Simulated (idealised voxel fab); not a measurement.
process module | voxel double patterning
cross-section cut | 250 nm wide | cells 5 nm
A cross-section is a grid of square cells, given in bands from the top down. A band is one or more rows of cells.
Each band's line starts with the height of the band's top and of its bottom, in nm. Then come its materials from left to right, each with its width in nm. One material with "throughout" fills the band from edge to edge. "air" is empty space.
Height 0 is the level under which the wafer as received is all one material. The lowest band goes on downwards, as in "0 down".
A width such as "30 to 40" changes by the same amount from each row of cells to the next, from the band's top row to its bottom row.
"no change" after a step means that no cell of the cross-section changed.
closed voids: empty space of 8 cells or more with no open way to the top, each as width x height at its distance from the left edge, in nm
after a step's settings: what the simulator itself notes on the step
overlay nm, on a step with a mask: how far to the right of its planned place the mask lay; to the left if negative
plan
1 op RECEIVE | material Si
2 op CONFORMAL_DEP | material SiO2 | thk nm 10
3 op DIRECTIONAL_DEP | material polySi | thk nm 20
4 op DIRECTIONAL_DEP | material SiN | thk nm 5
5 op MASKED_ETCH | tone open | mask id FIRST | width nm 15 | pitch nm 50 | etch materials SiN | depth nm 5 | overlay nm 0
6 op MASKED_ETCH | tone open | mask id SECOND | width nm 15 | pitch nm 50 | etch materials SiN | depth nm 5 | overlay nm 0
7 op DIRECTIONAL_ETCH | etch materials polySi | depth nm 20
8 op STRIP | etch materials SiN
as received, after step 1
  0 down: Si throughout
  closed voids: none
first wafer at the end, as planned
  30 to 10: polySi 65 | air 15 | polySi 10 | air 15 | polySi 10 | air 15 | polySi 10 | air 15 | polySi 10 | air 15 | polySi 70
  10 to 0: SiO2 throughout
  0 down: Si throughout
  closed voids: none
second wafer at the end: like start, like plan, one mistake
  30 to 15: polySi 65 | air 15 | polySi 10 | air 15 | polySi 10 | air 15 | polySi 10 | air 15 | polySi 10 | air 15 | polySi 70
  15 to 10: polySi throughout
  10 to 0: SiO2 throughout
  0 down: Si throughout
  closed voids: none
what went wrong: step 7 ran as: op DIRECTIONAL_ETCH | etch materials polySi | depth nm 15
at the end the second wafer has, in cells: 15 more of polySi
